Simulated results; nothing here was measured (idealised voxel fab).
process module | voxel self aligned vias
cross-section cut | 280 nm wide | cells 5 nm
A cross-section is a grid of square cells, given in bands from the top down. A band is one or more rows of cells.
Each band's line starts with the height of the band's top and of its bottom, in nm. Then come its materials from left to right, each with its width in nm. One material with "throughout" fills the band from edge to edge. "air" is empty space.
Height 0 is the level under which the wafer as received is all one material. The lowest band goes on downwards, as in "0 down".
A width such as "30 to 40" changes by the same amount from each row of cells to the next, from the band's top row to its bottom row.
"no change" after a step means that no cell of the cross-section changed.
closed voids: empty space of 8 cells or more with no open way to the top, each as width x height at its distance from the left edge, in nm
after a step's settings: what the simulator itself notes on the step
overlay nm, on a step with a mask: how far to the right of its planned place the mask lay; to the left if negative
plan
1 op RECEIVE | material Si
2 op CONFORMAL_DEP | material SiO2 | thk nm 10
3 op CONFORMAL_DEP | material SiCN | thk nm 5
4 op DIRECTIONAL_DEP | material lowk | thk nm 20
5 op MASKED_ETCH | tone open | mask id LINES | width nm 20 | pitch nm 65 | etch materials lowk | depth nm 20 | overlay nm 0
6 op CONFORMAL_DEP | material TiN | thk nm 5
7 op FILL_DEP | material W | thk nm 10
8 op CMP | height nm 35
9 op SELECTIVE_ETCH | etch materials W Ru TiN | depth nm 5
10 op FILL_DEP | material SiN | thk nm 10
11 op CMP | height nm 35
12 op DIRECTIONAL_DEP | material lowk | thk nm 20
13 op PATTERN | tone open | mask id VIAS | material resist | width nm 40 | thk nm 15 | overlay nm 0
14 op DIRECTIONAL_ETCH | etch materials lowk | depth nm 20
15 op DIRECTIONAL_ETCH | etch materials SiN | depth nm 5
16 op STRIP | etch materials resist
17 op CONFORMAL_DEP | material TiN | thk nm 5
18 op FILL_DEP | material Ru | thk nm 5
19 op CMP | height nm 55
20 op CONFORMAL_DEP | material SiN | thk nm 5
first wafer, as planned
as received, after step 1
  0 down: Si throughout
  closed voids: none
after step 2
  10 to 0: SiO2 throughout
  below 0: unchanged
after step 3
  15 to 10: SiCN throughout
  below 10: unchanged
after step 4
  35 to 15: lowk throughout
  below 15: unchanged
after step 5
  35 to 15: lowk 95 | air 20 | lowk 45 | air 20 | lowk 100
  below 15: unchanged
after step 6
  40 to 35: TiN 100 | air 10 | TiN 55 | air 10 | TiN 105
  35 to 20: lowk 95 | TiN 5 | air 10 | TiN 5 | lowk 45 | TiN 5 | air 10 | TiN 5 | lowk 100
  20 to 15: lowk 95 | TiN 20 | lowk 45 | TiN 20 | lowk 100
  below 15: unchanged
after step 7
  50 to 40: W throughout
  40 to 35: TiN 100 | W 10 | TiN 55 | W 10 | TiN 105
  35 to 20: lowk 95 | TiN 5 | W 10 | TiN 5 | lowk 45 | TiN 5 | W 10 | TiN 5 | lowk 100
  below 20: unchanged
after step 8
  35 to 20: lowk 95 | TiN 5 | W 10 | TiN 5 | lowk 45 | TiN 5 | W 10 | TiN 5 | lowk 100
  below 20: unchanged
after step 9
  35 to 30: lowk 95 | air 20 | lowk 45 | air 20 | lowk 100
  below 30: unchanged
after step 10
  45 to 35: SiN throughout
  35 to 30: lowk 95 | SiN 20 | lowk 45 | SiN 20 | lowk 100
  below 30: unchanged
after step 11
  35 to 30: lowk 95 | SiN 20 | lowk 45 | SiN 20 | lowk 100
  below 30: unchanged
after step 12
  55 to 35: lowk throughout
  below 35: unchanged
after step 13
  70 to 55: resist 85 | air 40 | resist 155
  below 55: unchanged
after step 14
  70 to 55: resist 85 | air 40 | resist 155
  55 to 35: lowk 85 | air 40 | lowk 155
  below 35: unchanged
after step 15
  70 to 55: resist 85 | air 40 | resist 155
  55 to 35: lowk 85 | air 40 | lowk 155
  35 to 30: lowk 95 | air 20 | lowk 45 | SiN 20 | lowk 100
  below 30: unchanged
after step 16
  55 to 35: lowk 85 | air 40 | lowk 155
  below 35: unchanged
after step 17
  60 to 55: TiN 90 | air 30 | TiN 160
  55 to 40: lowk 85 | TiN 5 | air 30 | TiN 5 | lowk 155
  40 to 35: lowk 85 | TiN 15 | air 10 | TiN 15 | lowk 155
  35 to 30: lowk 95 | TiN 20 | lowk 45 | SiN 20 | lowk 100
  below 30: unchanged
after step 18
  65 to 60: Ru throughout
  60 to 55: TiN 90 | Ru 30 | TiN 160
  55 to 40: lowk 85 | TiN 5 | Ru 30 | TiN 5 | lowk 155
  40 to 35: lowk 85 | TiN 15 | Ru 10 | TiN 15 | lowk 155
  below 35: unchanged
after step 19
  55 to 40: lowk 85 | TiN 5 | Ru 30 | TiN 5 | lowk 155
  below 40: unchanged
after step 20
  60 to 55: SiN throughout
  below 55: unchanged
second wafer: like start, like plan, one mistake. Through step 10 it matches the first wafer
when step 11 should have ended
  30 to 20: lowk 95 | TiN 5 | W 10 | TiN 5 | lowk 45 | TiN 5 | W 10 | TiN 5 | lowk 100
  below 20: unchanged
when step 12 should have ended
  50 to 30: lowk throughout
  below 30: unchanged
when step 13 should have ended
  65 to 50: resist 85 | air 40 | resist 155
  below 50: unchanged
when step 14 should have ended
  65 to 50: resist 85 | air 40 | resist 155
  50 to 30: lowk 85 | air 40 | lowk 155
  below 30: unchanged
when step 15 should have ended: no change
when step 16 should have ended
  50 to 30: lowk 85 | air 40 | lowk 155
  below 30: unchanged
when step 17 should have ended
  55 to 50: TiN 90 | air 30 | TiN 160
  50 to 35: lowk 85 | TiN 5 | air 30 | TiN 5 | lowk 155
  35 to 30: lowk 85 | TiN 40 | lowk 155
  below 30: unchanged
when step 18 should have ended
  60 to 55: Ru throughout
  55 to 50: TiN 90 | Ru 30 | TiN 160
  50 to 35: lowk 85 | TiN 5 | Ru 30 | TiN 5 | lowk 155
  below 35: unchanged
when step 19 should have ended
  55 to 50: TiN 90 | Ru 30 | TiN 160
  below 50: unchanged
when step 20 should have ended
  60 to 55: SiN throughout
  below 55: unchanged
what went wrong: step 11 ran as: op CMP | height nm 30
at the end the second wafer has, in cells: 4 more of Ru | 4 fewer of SiN | 48 more of TiN | 48 fewer of lowk
